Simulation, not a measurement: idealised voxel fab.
The process module presented herein is designated voxel transistor to metal.
In the cross-section labelled cut, the width is 275 nm and each square cell is 5 nm.
A cross-section in this document is a grid of square cells, and it is written down as bands, the top band listed before the ones below it; a band is made up of one or more rows of cells.
Read a band's entry like this: the first values are the height of its top and the height of its bottom in nm, and what follows is the sequence of materials from left to right, each with its width in nm. Note that "empty" is empty space, and that a single material marked "full width" reaches across the band from edge to edge.
A quick word on heights: they are counted from 0, and under that level the wafer as it came to us is one material throughout. The lowest band is different from the rest in having no bottom; it simply continues downward, written as in "0 and below".
Top row gets the first number, bottom row gets the second, and each row in between changes by the same step: that is how a band width like "30..40" works.
"stayed the same" (step): cross-section cells unchanged, all of them.
Heads up: "Sealed void listing" only lists the empty pockets with no open path to the top that are 8 cells or more, and it writes them as width x height at distance, distance from the left edge, in nm.
Anything after a step's settings on that line? It's the simulator's own note about the step.
The line of a step may include "overlay nm". On a step with a mask, this value is how far to the right of its planned place the mask lay. A negative value means the mask lay to the left.

**Set out below are the planned steps of the process**
1) RECEIVE | material Si
2) CONFORMAL_DEP | material SiO2 | thk nm 5
3) CONFORMAL_DEP | material SiN | thk nm 10
4) PATTERN | tone cover | mask id ACTIVE | material resist | width nm 105 | pitch nm 125 | thk nm 15 | overlay nm 0
5) DIRECTIONAL_ETCH | etch materials SiN | depth nm 10
6) DIRECTIONAL_ETCH | etch materials SiO2 | depth nm 5
7) DIRECTIONAL_ETCH | etch materials Si | depth nm 25
8) STRIP | etch materials resist
9) OXIDIZE | depth nm 5
10) FILL_DEP | material SiO2 | thk nm 10
11) CMP | height nm 15
12) SELECTIVE_ETCH | etch materials SiO2 | depth nm 10
13) STRIP | etch materials SiN
14) SELECTIVE_ETCH | etch materials SiO2 | depth nm 5
15) OXIDIZE | depth nm 5
16) DIRECTIONAL_DEP | material polySi | thk nm 30
17) DIRECTIONAL_DEP | material SiCN | thk nm 10
18) MASKED_ETCH | tone cover | mask id GATE | width nm 25 | pitch nm 125 | etch materials SiCN | depth nm 20 | overlay nm 0
19) MASKED_ETCH | tone cover | mask id GATE | width nm 25 | pitch nm 125 | etch materials polySi | depth nm 40 | overlay nm 0
20) CONFORMAL_DEP | material SiO2 | thk nm 5
21) DIRECTIONAL_ETCH | etch materials SiO2 | depth nm 5
22) CONFORMAL_DEP | material SiN | thk nm 5
23) DIRECTIONAL_ETCH | etch materials SiN | depth nm 5
24) DIRECTIONAL_ETCH | etch materials SiO2 | depth nm 5
25) DIRECTIONAL_ETCH | etch materials Si | depth nm 15
26) EPI | material SiGe | thk nm 20
27) FILL_DEP | material SiO2 | thk nm 5
28) CMP | height nm 30
29) STRIP | etch materials polySi
30) SELECTIVE_ETCH | etch materials SiO2 | depth nm 5
31) CONFORMAL_DEP | material HfO2 | thk nm 5
32) CONFORMAL_DEP | material TiN | thk nm 5
33) FILL_DEP | material W | thk nm 5
34) CMP | height nm 25
35) DIRECTIONAL_DEP | material SiO2 | thk nm 10
36) PATTERN | tone open | mask id CONTACT | material resist | width nm 20 | thk nm 20 | overlay nm 0
37) DIRECTIONAL_ETCH | etch materials SiO2 | depth nm 35
38) STRIP | etch materials resist
39) CONFORMAL_DEP | material TiN | thk nm 5
40) FILL_DEP | material Ru | thk nm 10
41) CMP | height nm 35
42) DIRECTIONAL_DEP | material TiN | thk nm 5
43) DIRECTIONAL_DEP | material Ru | thk nm 25
44) DIRECTIONAL_DEP | material aC | thk nm 10
45) PATTERN | tone cover | mask id METAL_1 | material resist | width nm 20 | thk nm 30 | overlay nm 0
46) DIRECTIONAL_ETCH | etch materials aC | depth nm 10
47) STRIP | etch materials resist
48) DIRECTIONAL_ETCH | etch materials Ru | depth nm 25
49) DIRECTIONAL_ETCH | etch materials TiN | depth nm 5
50) STRIP | etch materials aC
51) CONFORMAL_DEP | material SiN | thk nm 5
52) FILL_DEP | material lowk | thk nm 10
53) CMP | height nm 65
54) CONFORMAL_DEP | material SiCN | thk nm 5

**as received, after step 1**
* 0 and below: Si full width
* Sealed void listing: none

**End-of-module XS, first of two wafers, run as planned**
* 70 down to 65: SiCN full width
* 65 down to 40: 20 lowk | 5 SiN | 20 Ru | 5 SiN | 45 lowk | 5 SiN | 20 Ru | 5 SiN | 20 lowk | 5 SiN | 20 Ru | 5 SiN | 45 lowk | 5 SiN | 20 Ru | 5 SiN | 25 lowk
* 40 down to 35: 25 SiN | 20 TiN | 55 SiN | 20 TiN | 30 SiN | 20 TiN | 55 SiN | 20 TiN | 30 SiN
* 35 down to 25: 25 SiO2 | 5 TiN | 10 Ru | 5 TiN | 55 SiO2 | 5 TiN | 10 Ru | 5 TiN | 30 SiO2 | 5 TiN | 10 Ru | 5 TiN | 55 SiO2 | 5 TiN | 10 Ru | 5 TiN | 30 SiO2
* 25 down to 20: 25 SiO2 | 5 TiN | 10 Ru | 5 TiN | 5 SiO2 | 5 SiN | 5 HfO2 | 5 TiN | 15 W | 5 TiN | 5 HfO2 | 5 SiN | 5 SiO2 | 5 TiN | 10 Ru | 5 TiN | 30 SiO2 | 5 TiN | 10 Ru | 5 TiN | 5 SiO2 | 5 SiN | 5 HfO2 | 5 TiN | 15 W | 5 TiN | 5 HfO2 | 5 SiN | 5 SiO2 | 5 TiN | 10 Ru | 5 TiN | 30 SiO2
* 20 down to 15: 25 SiO2 | 20 TiN | 5 SiO2 | 5 SiN | 5 HfO2 | 5 TiN | 15 W | 5 TiN | 5 HfO2 | 5 SiN | 5 SiO2 | 20 TiN | 30 SiO2 | 20 TiN | 5 SiO2 | 5 SiN | 5 HfO2 | 5 TiN | 15 W | 5 TiN | 5 HfO2 | 5 SiN | 5 SiO2 | 20 TiN | 30 SiO2
* 15 down to 5: 25 SiO2 | 5 TiN | 20 SiGe | 5 SiN | 5 HfO2 | 5 TiN | 15 W | 5 TiN | 5 HfO2 | 5 SiN | 20 SiGe | 5 TiN | 30 SiO2 | 5 TiN | 20 SiGe | 5 SiN | 5 HfO2 | 5 TiN | 15 W | 5 TiN | 5 HfO2 | 5 SiN | 20 SiGe | 5 TiN | 30 SiO2
* 5 down to 0: 25 SiO2 | 5 TiN | 20 SiGe | 5 SiN | 5 HfO2 | 25 TiN | 5 HfO2 | 5 SiN | 20 SiGe | 5 TiN | 30 SiO2 | 5 TiN | 20 SiGe | 5 SiN | 5 HfO2 | 25 TiN | 5 HfO2 | 5 SiN | 20 SiGe | 5 TiN | 30 SiO2
* 0 down to -5: 20 SiO2 | 30 SiGe | 5 SiO2 | 35 HfO2 | 5 SiO2 | 30 SiGe | 20 SiO2 | 30 SiGe | 5 SiO2 | 35 HfO2 | 5 SiO2 | 30 SiGe | 25 SiO2
* -5 down to -20: 25 SiO2 | 25 SiGe | 45 Si | 25 SiGe | 30 SiO2 | 25 SiGe | 45 Si | 25 SiGe | 30 SiO2
* -20 down to -30: 25 SiO2 | 95 Si | 30 SiO2 | 95 Si | 30 SiO2
* -30 and below: Si full width
* Sealed void listing: none

**Cross-section, wafer two of two, end of module: same start and plan as wafer one, one error in execution**
* 70 down to 65: SiCN full width
* 65 down to 40: 20 lowk | 5 SiN | 20 Ru | 5 SiN | 45 lowk | 5 SiN | 20 Ru | 5 SiN | 20 lowk | 5 SiN | 20 Ru | 5 SiN | 45 lowk | 5 SiN | 20 Ru | 5 SiN | 25 lowk
* 40 down to 35: 25 SiN | 20 TiN | 55 SiN | 20 TiN | 30 SiN | 20 TiN | 55 SiN | 20 TiN | 30 SiN
* 35 down to 25: 25 SiO2 | 5 TiN | 10 Ru | 5 TiN | 55 SiO2 | 5 TiN | 10 Ru | 5 TiN | 30 SiO2 | 5 TiN | 10 Ru | 5 TiN | 55 SiO2 | 5 TiN | 10 Ru | 5 TiN | 30 SiO2
* 25 down to 20: 25 SiO2 | 5 TiN | 10 Ru | 5 TiN | 5 SiO2 | 5 SiN | 5 HfO2 | 5 TiN | 15 W | 5 TiN | 5 HfO2 | 5 SiN | 5 SiO2 | 5 TiN | 10 Ru | 5 TiN | 30 SiO2 | 5 TiN | 10 Ru | 5 TiN | 5 SiO2 | 5 SiN | 5 HfO2 | 5 TiN | 15 W | 5 TiN | 5 HfO2 | 5 SiN | 5 SiO2 | 5 TiN | 10 Ru | 5 TiN | 30 SiO2
* 20 down to 15: 25 SiO2 | 20 TiN | 5 SiO2 | 5 SiN | 5 HfO2 | 5 TiN | 15 W | 5 TiN | 5 HfO2 | 5 SiN | 5 SiO2 | 20 TiN | 30 SiO2 | 20 TiN | 5 SiO2 | 5 SiN | 5 HfO2 | 5 TiN | 15 W | 5 TiN | 5 HfO2 | 5 SiN | 5 SiO2 | 20 TiN | 30 SiO2
* 15 down to 5: 25 SiO2 | 5 TiN | 20 SiGe | 5 SiN | 5 HfO2 | 5 TiN | 15 W | 5 TiN | 5 HfO2 | 5 SiN | 20 SiGe | 5 TiN | 30 SiO2 | 5 TiN | 20 SiGe | 5 SiN | 5 HfO2 | 5 TiN | 15 W | 5 TiN | 5 HfO2 | 5 SiN | 20 SiGe | 5 TiN | 30 SiO2
* 5 down to 0: 25 SiO2 | 5 TiN | 20 SiGe | 5 SiN | 5 HfO2 | 25 TiN | 5 HfO2 | 5 SiN | 20 SiGe | 5 TiN | 30 SiO2 | 5 TiN | 20 SiGe | 5 SiN | 5 HfO2 | 25 TiN | 5 HfO2 | 5 SiN | 20 SiGe | 5 TiN | 30 SiO2
* 0 down to -5: 20 SiO2 | 30 SiGe | 5 SiO2 | 35 HfO2 | 5 SiO2 | 30 SiGe | 20 SiO2 | 30 SiGe | 5 SiO2 | 35 HfO2 | 5 SiO2 | 30 SiGe | 25 SiO2
* -5 down to -20: 25 SiO2 | 25 SiGe | 45 Si | 25 SiGe | 30 SiO2 | 25 SiGe | 45 Si | 25 SiGe | 30 SiO2
* -20 down to -55: 25 SiO2 | 95 Si | 30 SiO2 | 95 Si | 30 SiO2
* -55 and below: Si full width
* Sealed void listing: none
Diagnosis: in the plan, step 7 was performed twice
FYI, end of process, the second wafer has more or fewer cells of some materials than the first: -85 Si | +85 SiO2
